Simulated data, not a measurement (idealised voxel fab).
Title: Process Module voxel released beams
The figure presents cross-section cut, which has a width of 165 nm and is divided into square cells with an edge length of 5 nm.
Cross-sections here: square-cell grids, written as top-down lists of bands, a band being one or more rows of cells.
Top, bottom (nm), then materials left to right with widths (nm); lone material tagged "full width" fills the whole band edge to edge; "blank" = empty space.
The level at which height equals 0 is the one under which the wafer, as it arrives, is entirely one material. No lower edge exists for the bottom band, which continues downward and is notated as in "0 and below".
When a width is written as two numbers, as in "30 to 40", the first number is the width in the top row of cells of the band and the second is the width in its bottom row, and the width changes by the same amount from each row to the next.
"nothing changed", as given for a step, is the statement that not any cell of the cross-section underwent a change during that step.
The list in "Closed internal voids" covers empty spaces of 8 cells or more that cannot reach the top through any open way, and it gives each as width x height at distance; the distance is from the left edge, and width, height and distance are in nm.
Where a step's line continues beyond its settings, the continuation is a remark by the simulator itself on that step.
The optional step-line setting "overlay nm" applies to steps with a mask and quantifies how far to the right of its planned location the mask lay, a negative value indicating leftward placement.

Process steps - plan
step 1: RECEIVE | material Si
step 2: CONFORMAL_DEP | material Al2O3 | thk nm 10
step 3: DIRECTIONAL_DEP | material SiO2 | thk nm 15
step 4: PATTERN | tone open | mask id ANCHOR | material resist | width nm 30 | thk nm 15 | overlay nm 0
step 5: DIRECTIONAL_ETCH | etch materials SiO2 | depth nm 15
step 6: STRIP | etch materials resist
step 7: CONFORMAL_DEP | material W | thk nm 10
step 8: PATTERN | tone cover | mask id BEAM | material resist | width nm 110 | thk nm 20 | overlay nm 0
step 9: DIRECTIONAL_ETCH | etch materials W | depth nm 10
step 10: STRIP | etch materials resist
step 11: STRIP | etch materials SiO2

The first of two wafers, run as planned

As received (post step 1): cross-section
	0 and below | Si full width
	Closed internal voids: none

After step 2: wafer cross-section
	10 down to 0 | Al2O3 full width
	Everything under 0 stays put, no change at all.

After step 3: wafer cross-section
	25 down to 10 | SiO2 full width
	Everything under 10 stays put, no change at all.

After step 4: wafer cross-section
	40 down to 25 | resist=30 | blank=30 | resist=105
	Everything under 25 stays put, no change at all.

After step 5: wafer cross-section
	40 down to 25 | resist=30 | blank=30 | resist=105
	25 down to 10 | SiO2=30 | blank=30 | SiO2=105
	Everything under 10 stays put, no change at all.

After step 6: wafer cross-section
	25 down to 10 | SiO2=30 | blank=30 | SiO2=105
	Everything under 10 stays put, no change at all.

After step 7: wafer cross-section
	35 down to 25 | W=40 | blank=10 | W=115
	25 down to 20 | SiO2=30 | W=10 | blank=10 | W=10 | SiO2=105
	20 down to 10 | SiO2=30 | W=30 | SiO2=105
	Everything under 10 stays put, no change at all.

After step 8: wafer cross-section
	55 down to 35 | blank=25 | resist=110 | blank=30
	35 down to 25 | W=40 | resist=10 | W=115
	25 down to 20 | SiO2=30 | W=10 | resist=10 | W=10 | SiO2=105
	Everything under 20 stays put, no change at all.

After step 9: wafer cross-section
	55 down to 35 | blank=25 | resist=110 | blank=30
	35 down to 25 | blank=25 | W=15 | resist=10 | W=85 | blank=30
	Everything under 25 stays put, no change at all.

After step 10: wafer cross-section
	35 down to 25 | blank=25 | W=15 | blank=10 | W=85 | blank=30
	25 down to 20 | SiO2=30 | W=10 | blank=10 | W=10 | SiO2=105
	Everything under 20 stays put, no change at all.

After step 11: wafer cross-section
	35 down to 25 | blank=25 | W=15 | blank=10 | W=85 | blank=30
	25 down to 20 | blank=30 | W=10 | blank=10 | W=10 | blank=105
	20 down to 10 | blank=30 | W=30 | blank=105
	Everything under 10 stays put, no change at all.

What follows concerns the second wafer, which started out like the first and was meant to follow the very same plan; one mistake crept in when it was run, but everything up to and including step 3 is the same as for the first wafer

Cross-sectional view of the second wafer at the intended end time of process step 4
	40 down to 25 | blank=30 | resist=30 | blank=105
	Everything under 25 stays put, no change at all.

Cross-sectional view of the second wafer at the intended end time of process step 5
	40 down to 25 | blank=30 | resist=30 | blank=105
	25 down to 10 | blank=30 | SiO2=30 | blank=105
	Everything under 10 stays put, no change at all.

Cross-sectional view of the second wafer at the intended end time of process step 6
	25 down to 10 | blank=30 | SiO2=30 | blank=105
	Everything under 10 stays put, no change at all.

Cross-sectional view of the second wafer at the intended end time of process step 7
	35 down to 25 | blank=20 | W=50 | blank=95
	25 down to 20 | blank=20 | W=10 | SiO2=30 | W=10 | blank=95
	20 down to 10 | W=30 | SiO2=30 | W=105
	Everything under 10 stays put, no change at all.

Cross-sectional view of the second wafer at the intended end time of process step 8
	55 down to 35 | blank=25 | resist=110 | blank=30
	35 down to 25 | blank=20 | W=50 | resist=65 | blank=30
	25 down to 20 | blank=20 | W=10 | SiO2=30 | W=10 | resist=65 | blank=30
	Everything under 20 stays put, no change at all.

Cross-sectional view of the second wafer at the intended end time of process step 9
	55 down to 35 | blank=25 | resist=110 | blank=30
	35 down to 25 | blank=25 | W=45 | resist=65 | blank=30
	25 down to 20 | blank=20 | W=10 | SiO2=30 | W=10 | resist=65 | blank=30
	20 down to 10 | blank=20 | W=10 | SiO2=30 | W=75 | blank=30
	Everything under 10 stays put, no change at all.

Cross-sectional view of the second wafer at the intended end time of process step 10
	35 down to 25 | blank=25 | W=45 | blank=95
	25 down to 20 | blank=20 | W=10 | SiO2=30 | W=10 | blank=95
	Everything under 20 stays put, no change at all.

Cross-sectional view of the second wafer at the intended end time of process step 11: nothing changed
Deviation noted in wafer processing: note that step 4 departed from the planned setting and was carried out as PATTERN | tone cover | mask id ANCHOR | material resist | width nm 30 | thk nm 15 | overlay nm 0
at the end the second wafer has, in cells: 18 more of SiO2
